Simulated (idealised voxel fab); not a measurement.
Presented below is a process module, voxel gate over fins.
Square cell edge 5 nm, section width 275 nm, ID cut.
Format of a cross-section: grid, square cells. Given as bands. Order: top down. Band: one or more rows of cells. It is stipulated that each band's entry specify, in nanometres, the height of the top of the band and then that of its bottom, followed by the materials of the band in left-to-right sequence, each together with its width in nanometres. A single material marked by the word "everywhere" is understood to fill the band from edge to edge; the word "empty" is understood to denote empty space. Measure heights from 0. That's the level where, below it, the as-received wafer is all one material. The lowest band is bottomless and extends downward; write it as in "from 0 down". Think of "30..40" as a width that walks from the first number to the second as you go down the band, top row to bottom row, taking equal-sized steps from row to row. "nothing changed" -> step changed no cross-section cell. Basically, "Voids, enclosed" tells you about the enclosed voids: empty spaces with no open way to the top, 8 cells or bigger, each written width x height at distance, where distance is from the left edge, all in nm. That trailing text on a step's line, after the settings, is the simulator's own remark on the step. overlay nm, on a step with a mask: how far to the right of its planned place the mask lay; to the left if negative.
[These are the steps we planned for the process]
1) RECEIVE (material Si)
2) CONFORMAL_DEP (material SiN; thk nm 10)
3) DIRECTIONAL_DEP (material aC; thk nm 15)
4) PATTERN (tone cover; mask id FINS; material resist; width nm 15; pitch nm 50; thk nm 35; overlay nm 0)
5) DIRECTIONAL_ETCH (etch materials aC; depth nm 15)
6) STRIP (etch materials resist)
7) DIRECTIONAL_ETCH (etch materials SiN; depth nm 10)
8) DIRECTIONAL_ETCH (etch materials Si; depth nm 40)
9) STRIP (etch materials aC)
10) OXIDIZE (depth nm 5)
11) FILL_DEP (material SiO2; thk nm 15)
12) CMP (height nm 10)
13) MASKED_ETCH (tone open; mask id RAIL; width nm 15; etch materials SiO2; depth nm 45; overlay nm 0)
14) CONFORMAL_DEP (material TiN; thk nm 5)
15) FILL_DEP (material W; thk nm 10)
16) CMP (height nm 10)
17) SELECTIVE_ETCH (etch materials W Ru TiN; depth nm 30)
18) FILL_DEP (material SiO2; thk nm 5)
19) CMP (height nm 10)
20) SELECTIVE_ETCH (etch materials SiO2; depth nm 20)
21) STRIP (etch materials SiN)
22) CONFORMAL_DEP (material HfO2; thk nm 5)
23) CONFORMAL_DEP (material TiN; thk nm 5)
24) CONFORMAL_DEP (material TiAl; thk nm 5)
25) CONFORMAL_DEP (material TiN; thk nm 5)
26) FILL_DEP (material W; thk nm 15)
27) CMP (height nm 30)
28) CONFORMAL_DEP (material SiCN; thk nm 10)
[First of two wafers, with the run carried out as planned]
[Cross-section of the wafer upon arrival, representing the state reached after step 1]
* from 0 down | Si everywhere
* Voids, enclosed: none
[Cross-sectional representation of the wafer at the conclusion of step 2]
* from 10 to 0 | SiN everywhere
* below 0: unchanged
[Cross-sectional representation of the wafer at the conclusion of step 3]
* from 25 to 10 | aC everywhere
* below 10: unchanged
[Cross-sectional representation of the wafer at the conclusion of step 4]
* from 60 to 25 | 105 of empty, 15 of resist, 35 of empty, 15 of resist, 105 of empty
* below 25: unchanged
[Cross-sectional representation of the wafer at the conclusion of step 5]
* from 45 to 25 | 105 of empty, 15 of resist, 35 of empty, 15 of resist, 105 of empty
* from 25 to 10 | 105 of empty, 15 of aC, 35 of empty, 15 of aC, 105 of empty
* below 10: unchanged
[Cross-sectional representation of the wafer at the conclusion of step 6]
* from 25 to 10 | 105 of empty, 15 of aC, 35 of empty, 15 of aC, 105 of empty
* below 10: unchanged
[Cross-sectional representation of the wafer at the conclusion of step 7]
* from 25 to 10 | 105 of empty, 15 of aC, 35 of empty, 15 of aC, 105 of empty
* from 10 to 0 | 105 of empty, 15 of SiN, 35 of empty, 15 of SiN, 105 of empty
* below 0: unchanged
[Cross-sectional representation of the wafer at the conclusion of step 8]
* from 25 to 10 | 105 of empty, 15 of aC, 35 of empty, 15 of aC, 105 of empty
* from 10 to 0 | 105 of empty, 15 of SiN, 35 of empty, 15 of SiN, 105 of empty
* from 0 to -40 | 105 of empty, 15 of Si, 35 of empty, 15 of Si, 105 of empty
* below -40: unchanged
[Cross-sectional representation of the wafer at the conclusion of step 9]
* from 10 to 0 | 105 of empty, 15 of SiN, 35 of empty, 15 of SiN, 105 of empty
* below 0: unchanged
[Cross-sectional representation of the wafer at the conclusion of step 10]
* from 10 to 0 | 105 of empty, 15 of SiN, 35 of empty, 15 of SiN, 105 of empty
* from 0 to -40 | 105 of empty, 5 of SiO2, 5 of Si, 5 of SiO2, 35 of empty, 5 of SiO2, 5 of Si, 5 of SiO2, 105 of empty
* from -40 to -45 | 110 of SiO2, 5 of Si, 45 of SiO2, 5 of Si, 110 of SiO2
* below -45: unchanged
[Cross-sectional representation of the wafer at the conclusion of step 11]
* from 25 to 10 | SiO2 everywhere
* from 10 to 0 | 105 of SiO2, 15 of SiN, 35 of SiO2, 15 of SiN, 105 of SiO2
* from 0 to -45 | 110 of SiO2, 5 of Si, 45 of SiO2, 5 of Si, 110 of SiO2
* below -45: unchanged
[Cross-sectional representation of the wafer at the conclusion of step 12]
* from 10 to 0 | 105 of SiO2, 15 of SiN, 35 of SiO2, 15 of SiN, 105 of SiO2
* below 0: unchanged
[Cross-sectional representation of the wafer at the conclusion of step 13]
* from 10 to 0 | 105 of SiO2, 15 of SiN, 10 of SiO2, 15 of empty, 10 of SiO2, 15 of SiN, 105 of SiO2
* from 0 to -35 | 110 of SiO2, 5 of Si, 15 of SiO2, 15 of empty, 15 of SiO2, 5 of Si, 110 of SiO2
* below -35: unchanged
[Cross-sectional representation of the wafer at the conclusion of step 14]
* from 15 to 10 | 135 of TiN, 5 of empty, 135 of TiN
* from 10 to 0 | 105 of SiO2, 15 of SiN, 10 of SiO2, 5 of TiN, 5 of empty, 5 of TiN, 10 of SiO2, 15 of SiN, 105 of SiO2
* from 0 to -30 | 110 of SiO2, 5 of Si, 15 of SiO2, 5 of TiN, 5 of empty, 5 of TiN, 15 of SiO2, 5 of Si, 110 of SiO2
* from -30 to -35 | 110 of SiO2, 5 of Si, 15 of SiO2, 15 of TiN, 15 of SiO2, 5 of Si, 110 of SiO2
* below -35: unchanged
[Cross-sectional representation of the wafer at the conclusion of step 15]
* from 25 to 15 | W everywhere
* from 15 to 10 | 135 of TiN, 5 of W, 135 of TiN
* from 10 to 0 | 105 of SiO2, 15 of SiN, 10 of SiO2, 5 of TiN, 5 of W, 5 of TiN, 10 of SiO2, 15 of SiN, 105 of SiO2
* from 0 to -30 | 110 of SiO2, 5 of Si, 15 of SiO2, 5 of TiN, 5 of W, 5 of TiN, 15 of SiO2, 5 of Si, 110 of SiO2
* below -30: unchanged
[Cross-sectional representation of the wafer at the conclusion of step 16]
* from 10 to 0 | 105 of SiO2, 15 of SiN, 10 of SiO2, 5 of TiN, 5 of W, 5 of TiN, 10 of SiO2, 15 of SiN, 105 of SiO2
* below 0: unchanged
[Cross-sectional representation of the wafer at the conclusion of step 17]
* from 10 to 0 | 105 of SiO2, 15 of SiN, 10 of SiO2, 15 of empty, 10 of SiO2, 15 of SiN, 105 of SiO2
* from 0 to -20 | 110 of SiO2, 5 of Si, 15 of SiO2, 15 of empty, 15 of SiO2, 5 of Si, 110 of SiO2
* below -20: unchanged
[Cross-sectional representation of the wafer at the conclusion of step 18]
* from 15 to 10 | SiO2 everywhere
* from 10 to 0 | 105 of SiO2, 15 of SiN, 35 of SiO2, 15 of SiN, 105 of SiO2
* from 0 to -20 | 110 of SiO2, 5 of Si, 45 of SiO2, 5 of Si, 110 of SiO2
* below -20: unchanged
[Cross-sectional representation of the wafer at the conclusion of step 19]
* from 10 to 0 | 105 of SiO2, 15 of SiN, 35 of SiO2, 15 of SiN, 105 of SiO2
* below 0: unchanged
[Cross-sectional representation of the wafer at the conclusion of step 20]
* from 10 to 0 | 105 of empty, 15 of SiN, 35 of empty, 15 of SiN, 105 of empty
* from 0 to -10 | 110 of empty, 5 of Si, 45 of empty, 5 of Si, 110 of empty
* below -10: unchanged
[Cross-sectional representation of the wafer at the conclusion of step 21]
* from 0 to -10 | 110 of empty, 5 of Si, 45 of empty, 5 of Si, 110 of empty
* below -10: unchanged
[Cross-sectional representation of the wafer at the conclusion of step 22]
* from 5 to 0 | 105 of empty, 15 of HfO2, 35 of empty, 15 of HfO2, 105 of empty
* from 0 to -5 | 105 of empty, 5 of HfO2, 5 of Si, 5 of HfO2, 35 of empty, 5 of HfO2, 5 of Si, 5 of HfO2, 105 of empty
* from -5 to -10 | 110 of HfO2, 5 of Si, 45 of HfO2, 5 of Si, 110 of HfO2
* below -10: unchanged
[Cross-sectional representation of the wafer at the conclusion of step 23]
* from 10 to 5 | 100 of empty, 25 of TiN, 25 of empty, 25 of TiN, 100 of empty
* from 5 to 0 | 100 of empty, 5 of TiN, 15 of HfO2, 5 of TiN, 25 of empty, 5 of TiN, 15 of HfO2, 5 of TiN, 100 of empty
* from 0 to -5 | 105 of TiN, 5 of HfO2, 5 of Si, 5 of HfO2, 35 of TiN, 5 of HfO2, 5 of Si, 5 of HfO2, 105 of TiN
* below -5: unchanged
[Cross-sectional representation of the wafer at the conclusion of step 24]
* from 15 to 10 | 95 of empty, 35 of TiAl, 15 of empty, 35 of TiAl, 95 of empty
* from 10 to 5 | 95 of empty, 5 of TiAl, 25 of TiN, 5 of TiAl, 15 of empty, 5 of TiAl, 25 of TiN, 5 of TiAl, 95 of empty
* from 5 to 0 | 100 of TiAl, 5 of TiN, 15 of HfO2, 5 of TiN, 25 of TiAl, 5 of TiN, 15 of HfO2, 5 of TiN, 100 of TiAl
* below 0: unchanged
[Cross-sectional representation of the wafer at the conclusion of step 25]
* from 20 to 15 | 90 of empty, 45 of TiN, 5 of empty, 45 of TiN, 90 of empty
* from 15 to 10 | 90 of empty, 5 of TiN, 35 of TiAl, 5 of TiN, 5 of empty, 5 of TiN, 35 of TiAl, 5 of TiN, 90 of empty
* from 10 to 5 | 95 of TiN, 5 of TiAl, 25 of TiN, 5 of TiAl, 15 of TiN, 5 of TiAl, 25 of TiN, 5 of TiAl, 95 of TiN
* below 5: unchanged
[Cross-sectional representation of the wafer at the conclusion of step 26]
* from 35 to 20 | W everywhere
* from 20 to 15 | 90 of W, 45 of TiN, 5 of W, 45 of TiN, 90 of W
* from 15 to 10 | 90 of W, 5 of TiN, 35 of TiAl, 5 of TiN, 5 of W, 5 of TiN, 35 of TiAl, 5 of TiN, 90 of W
* below 10: unchanged
[Cross-sectional representation of the wafer at the conclusion of step 27]
* from 30 to 20 | W everywhere
* below 20: unchanged
[Cross-sectional representation of the wafer at the conclusion of step 28]
* from 40 to 30 | SiCN everywhere
* below 30: unchanged
[second wafer: like start, like plan, one mistake. Through step 19 it matches the first wafer]
[Second wafer: cross-section at the scheduled end of step 20]
* from 10 to 0 | 105 of SiO2, 15 of empty, 35 of SiO2, 15 of empty, 105 of SiO2
* below 0: unchanged
[Second wafer: cross-section at the scheduled end of step 21]
* from 0 to -10 | 110 of empty, 5 of Si, 45 of empty, 5 of Si, 110 of empty
* from -10 to -20 | 85 of SiO2, 25 of empty, 5 of Si, 45 of empty, 5 of Si, 25 of empty, 85 of SiO2
* below -20: unchanged
[Second wafer: cross-section at the scheduled end of step 22]
* from 5 to 0 | 105 of empty, 15 of HfO2, 35 of empty, 15 of HfO2, 105 of empty
* from 0 to -5 | 105 of empty, 5 of HfO2, 5 of Si, 5 of HfO2, 35 of empty, 5 of HfO2, 5 of Si, 5 of HfO2, 105 of empty
* from -5 to -10 | 90 of HfO2, 15 of empty, 5 of HfO2, 5 of Si, 5 of HfO2, 35 of empty, 5 of HfO2, 5 of Si, 5 of HfO2, 15 of empty, 90 of HfO2
* from -10 to -15 | 85 of SiO2, 5 of HfO2, 15 of empty, 5 of HfO2, 5 of Si, 5 of HfO2, 35 of empty, 5 of HfO2, 5 of Si, 5 of HfO2, 15 of empty, 5 of HfO2, 85 of SiO2
* from -15 to -20 | 85 of SiO2, 25 of HfO2, 5 of Si, 45 of HfO2, 5 of Si, 25 of HfO2, 85 of SiO2
* below -20: unchanged
[Second wafer: cross-section at the scheduled end of step 23]
* from 10 to 5 | 100 of empty, 25 of TiN, 25 of empty, 25 of TiN, 100 of empty
* from 5 to 0 | 100 of empty, 5 of TiN, 15 of HfO2, 5 of TiN, 25 of empty, 5 of TiN, 15 of HfO2, 5 of TiN, 100 of empty
* from 0 to -5 | 95 of TiN, 5 of empty, 5 of TiN, 5 of HfO2, 5 of Si, 5 of HfO2, 5 of TiN, 25 of empty, 5 of TiN, 5 of HfO2, 5 of Si, 5 of HfO2, 5 of TiN, 5 of empty, 95 of TiN
* from -5 to -10 | 90 of HfO2, 5 of TiN, 5 of empty, 5 of TiN, 5 of HfO2, 5 of Si, 5 of HfO2, 5 of TiN, 25 of empty, 5 of TiN, 5 of HfO2, 5 of Si, 5 of HfO2, 5 of TiN, 5 of empty, 5 of TiN, 90 of HfO2
* from -10 to -15 | 85 of SiO2, 5 of HfO2, 15 of TiN, 5 of HfO2, 5 of Si, 5 of HfO2, 35 of TiN, 5 of HfO2, 5 of Si, 5 of HfO2, 15 of TiN, 5 of HfO2, 85 of SiO2
* below -15: unchanged
[Second wafer: cross-section at the scheduled end of step 24]
* from 15 to 10 | 95 of empty, 35 of TiAl, 15 of empty, 35 of TiAl, 95 of empty
* from 10 to 5 | 95 of empty, 5 of TiAl, 25 of TiN, 5 of TiAl, 15 of empty, 5 of TiAl, 25 of TiN, 5 of TiAl, 95 of empty
* from 5 to 0 | 100 of TiAl, 5 of TiN, 15 of HfO2, 5 of TiN, 5 of TiAl, 15 of empty, 5 of TiAl, 5 of TiN, 15 of HfO2, 5 of TiN, 100 of TiAl
* from 0 to -5 | 95 of TiN, 5 of TiAl, 5 of TiN, 5 of HfO2, 5 of Si, 5 of HfO2, 5 of TiN, 5 of TiAl, 15 of empty, 5 of TiAl, 5 of TiN, 5 of HfO2, 5 of Si, 5 of HfO2, 5 of TiN, 5 of TiAl, 95 of TiN
* from -5 to -10 | 90 of HfO2, 5 of TiN, 5 of TiAl, 5 of TiN, 5 of HfO2, 5 of Si, 5 of HfO2, 5 of TiN, 25 of TiAl, 5 of TiN, 5 of HfO2, 5 of Si, 5 of HfO2, 5 of TiN, 5 of TiAl, 5 of TiN, 90 of HfO2
* below -10: unchanged
[Second wafer: cross-section at the scheduled end of step 25]
* from 20 to 15 | 90 of empty, 45 of TiN, 5 of empty, 45 of TiN, 90 of empty
* from 15 to 10 | 90 of empty, 5 of TiN, 35 of TiAl, 5 of TiN, 5 of empty, 5 of TiN, 35 of TiAl, 5 of TiN, 90 of empty
* from 10 to 5 | 95 of TiN, 5 of TiAl, 25 of TiN, 5 of TiAl, 5 of TiN, 5 of empty, 5 of TiN, 5 of TiAl, 25 of TiN, 5 of TiAl, 95 of TiN
* from 5 to 0 | 100 of TiAl, 5 of TiN, 15 of HfO2, 5 of TiN, 5 of TiAl, 5 of TiN, 5 of empty, 5 of TiN, 5 of TiAl, 5 of TiN, 15 of HfO2, 5 of TiN, 100 of TiAl
* from 0 to -5 | 95 of TiN, 5 of TiAl, 5 of TiN, 5 of HfO2, 5 of Si, 5 of HfO2, 5 of TiN, 5 of TiAl, 15 of TiN, 5 of TiAl, 5 of TiN, 5 of HfO2, 5 of Si, 5 of HfO2, 5 of TiN, 5 of TiAl, 95 of TiN
* below -5: unchanged
[Second wafer: cross-section at the scheduled end of step 26]
* from 35 to 20 | W everywhere
* from 20 to 15 | 90 of W, 45 of TiN, 5 of W, 45 of TiN, 90 of W
* from 15 to 10 | 90 of W, 5 of TiN, 35 of TiAl, 5 of TiN, 5 of W, 5 of TiN, 35 of TiAl, 5 of TiN, 90 of W
* from 10 to 5 | 95 of TiN, 5 of TiAl, 25 of TiN, 5 of TiAl, 5 of TiN, 5 of W, 5 of TiN, 5 of TiAl, 25 of TiN, 5 of TiAl, 95 of TiN
* from 5 to 0 | 100 of TiAl, 5 of TiN, 15 of HfO2, 5 of TiN, 5 of TiAl, 5 of TiN, 5 of W, 5 of TiN, 5 of TiAl, 5 of TiN, 15 of HfO2, 5 of TiN, 100 of TiAl
* below 0: unchanged
[Second wafer: cross-section at the scheduled end of step 27]
* from 30 to 20 | W everywhere
* below 20: unchanged
[Second wafer: cross-section at the scheduled end of step 28]
* from 40 to 30 | SiCN everywhere
* below 30: unchanged
Processing error: ran 20 and 21 in swapped order versus the plan
At the finish, the second wafer shows more or fewer cells for some materials than the first does: HfO2: 12 more | SiO2: 38 fewer | TiAl: 8 more | TiN: 16 more | W: 2 more
